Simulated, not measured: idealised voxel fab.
Process module in this document: voxel self aligned vias
Cross-sectional view cut (width: 285 nm; square cell size: 5 nm).
In this document a cross-section is written as a grid of square cells. It is given as a series of bands, listed from the top down, and a band is one or more rows of cells. Per band: top height and bottom height in nm, followed by the left-to-right materials and their widths in nm; "all across" marks a single material spanning edge to edge, "empty" marks empty space. Basically, 0 is our baseline, since under it the wafer straight out of the box is all one material. The bottom band has no lower end and keeps on going down, so it looks like "0 down". Graded width ("30 to 40"): value in top row of band = first number; value in bottom row = second number; row-to-row change constant. For the purposes of this document, the phrase "nothing got changed" attached to a step denotes that no cell within the cross-section was modified by that step. In "Trapped void list" the enclosed voids are listed, meaning empty spaces of 8 cells or larger without any opening to the top. The form is width x height at distance, distance from the left edge, units nm. Read whatever lies past the settings on a step's line as the simulator's own remark about the step. overlay nm: right-of-plan distance of the mask on a masked step; negative values mean left-of-plan.
-- List of planned process steps
1: RECEIVE (material Si)
2: CONFORMAL_DEP (material SiO2; thk nm 10)
3: CONFORMAL_DEP (material SiCN; thk nm 5)
4: DIRECTIONAL_DEP (material SiO2; thk nm 30)
5: PATTERN (tone open; mask id LINES; material resist; width nm 30; pitch nm 60; thk nm 15; overlay nm 0)
6: DIRECTIONAL_ETCH (etch materials SiO2; depth nm 30)
7: STRIP (etch materials resist)
8: CONFORMAL_DEP (material TiN; thk nm 5)
9: FILL_DEP (material W; thk nm 5)
10: CMP (height nm 40)
11: SELECTIVE_ETCH (etch materials W Ru TiN; depth nm 10)
12: FILL_DEP (material SiN; thk nm 5)
13: CMP (height nm 45)
14: DIRECTIONAL_DEP (material SiO2; thk nm 15)
15: MASKED_ETCH (tone open; mask id VIAS; width nm 40; pitch nm 60; etch materials SiO2; depth nm 15; overlay nm 0)
16: MASKED_ETCH (tone open; mask id VIAS; width nm 40; pitch nm 60; etch materials SiN; depth nm 10; overlay nm 0)
17: CONFORMAL_DEP (material TiN; thk nm 5)
18: FILL_DEP (material W; thk nm 10)
19: CMP (height nm 60)
20: CONFORMAL_DEP (material SiCN; thk nm 5)
For this document, wafers share an identical start and vary in the step 10 height nm; the plan quotes the first wafer's value.
-- Cross-section of the first of several wafers as received (after step 1)
  0 down | Si all across
  Trapped void list: none
-- Wafer rows, end of module: cells per material gained (+) or lost (-) since receipt; closed voids last
height nm 40 | +114 SiCN | +53 SiN | +462 SiO2 | +52 TiN | +60 W | Trapped void list: none
height nm 45 | +114 SiCN | +507 SiO2 | +56 TiN | +64 W | Trapped void list: none
height nm 50 | +114 SiCN | +507 SiO2 | +56 TiN | +64 W | Trapped void list: none
height nm 55 | +114 SiCN | +507 SiO2 | +56 TiN | +64 W | Trapped void list: none
